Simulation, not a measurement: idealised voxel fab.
Documented hereafter: the process module known as voxel capacitor over wiring.
It is cross-section cut that appears here, measuring 225 nm in width, its square cells being 5 nm in size.
A cross-section in this document is a grid of square cells, and it is written down as bands, the top band listed before the ones below it; a band is made up of one or more rows of cells. Top, bottom (nm), then materials left to right with widths (nm); lone material tagged "everywhere" fills the whole band edge to edge; "blank" = empty space. Note: height 0 marks the level under which the wafer is uniformly one material as received. Lowest band unbounded below, written "z 0 and below". A two-number width, for instance "30..40", indicates that the width is equal to the first number in the top row of the band and to the second number in the bottom row, and that it changes by a constant amount per row of cells. Basically "no alteration" means that step didn't change any cell in the cross-section. For the entry "Closed void table", the listed items are empty spaces with no open way to the top whose size is 8 cells or more; each item follows the pattern width x height at distance, where distance is from the left edge and all three are in nm. What comes after the settings on a step's line is commentary from the simulator itself on that step. When a step includes a mask, the "overlay nm" setting on its line states how far to the right of its planned place that mask lay, and negative values state how far to the left.
**Steps in the process plan**
1: RECEIVE with material Si
2: CONFORMAL_DEP with material SiO2, thk nm 15
3: CONFORMAL_DEP with material SiN, thk nm 5
4: DIRECTIONAL_DEP with material SiO2, thk nm 25
5: DIRECTIONAL_DEP with material aC, thk nm 10
6: PATTERN with tone open, mask id METAL_1, material resist, width nm 25, pitch nm 85, thk nm 30, overlay nm 0
7: DIRECTIONAL_ETCH with etch materials aC, depth nm 10
8: STRIP with etch materials resist
9: DIRECTIONAL_ETCH with etch materials SiO2, depth nm 25
10: DIRECTIONAL_ETCH with etch materials SiN, depth nm 5
11: STRIP with etch materials aC
12: CONFORMAL_DEP with material TiN, thk nm 5
13: FILL_DEP with material Ru, thk nm 5
14: CMP with height nm 45
15: EPI with material Ru, thk nm 5
16: FILL_DEP with material SiCN, thk nm 5
17: DIRECTIONAL_DEP with material SiO2, thk nm 15
18: MASKED_ETCH with tone open, mask id PLUG_1, width nm 15, etch materials SiO2, depth nm 15, overlay nm 0
19: MASKED_ETCH with tone open, mask id PLUG_1, width nm 15, etch materials SiCN, depth nm 5, overlay nm 0
20: CONFORMAL_DEP with material TiN, thk nm 5
21: FILL_DEP with material W, thk nm 10
22: CMP with height nm 70
23: DIRECTIONAL_DEP with material TiN, thk nm 10
24: DIRECTIONAL_DEP with material Al2O3, thk nm 5
25: DIRECTIONAL_DEP with material TiN, thk nm 10
26: PATTERN with tone cover, mask id UPPER_PLATE, material resist, width nm 65, thk nm 15, overlay nm 0
27: DIRECTIONAL_ETCH with etch materials TiN, depth nm 10
28: DIRECTIONAL_ETCH with etch materials Al2O3, depth nm 5
29: STRIP with etch materials resist
30: DIRECTIONAL_DEP with material aC, thk nm 15
31: PATTERN with tone cover, mask id LOWER_PLATE, material resist, width nm 75, thk nm 30, overlay nm 0
32: DIRECTIONAL_ETCH with etch materials aC, depth nm 15
33: STRIP with etch materials resist
34: DIRECTIONAL_ETCH with etch materials TiN, depth nm 10
35: STRIP with etch materials aC
36: FILL_DEP with material SiO2, thk nm 15
37: CMP with height nm 105
38: PATTERN with tone open, mask id PLUG_2, material resist, width nm 15, thk nm 20, overlay nm 0
39: DIRECTIONAL_ETCH with etch materials SiO2, depth nm 10
40: STRIP with etch materials resist
41: CONFORMAL_DEP with material TiN, thk nm 5
42: FILL_DEP with material Cu, thk nm 10
43: CMP with height nm 105
44: CONFORMAL_DEP with material SiCN, thk nm 5
The wafers in this document start out alike and differ in the width nm applied at step 38; the plan shows the value used for the first wafer.
**Cross-section of the first of several wafers as received (after step 1)**
z 0 and below = Si everywhere
Closed void table: none
**Heads up, this table goes wafer by wafer. A row tells you, at the end of the module, how many cells of each material that wafer has put on (+) or dropped (-) since it was received, and then its closed voids**
width nm 15, +13 Al2O3, +1 Cu, +44 Ru, +118 SiCN, +35 SiN, +676 SiO2, +100 TiN, +3 W, Closed void table: none
width nm 20, +13 Al2O3, +2 Cu, +44 Ru, +118 SiCN, +35 SiN, +674 SiO2, +101 TiN, +3 W, Closed void table: none
width nm 25, +13 Al2O3, +3 Cu, +44 Ru, +118 SiCN, +35 SiN, +672 SiO2, +102 TiN, +3 W, Closed void table: none
width nm 30, +13 Al2O3, +4 Cu, +44 Ru, +118 SiCN, +35 SiN, +670 SiO2, +103 TiN, +3 W, Closed void table: none
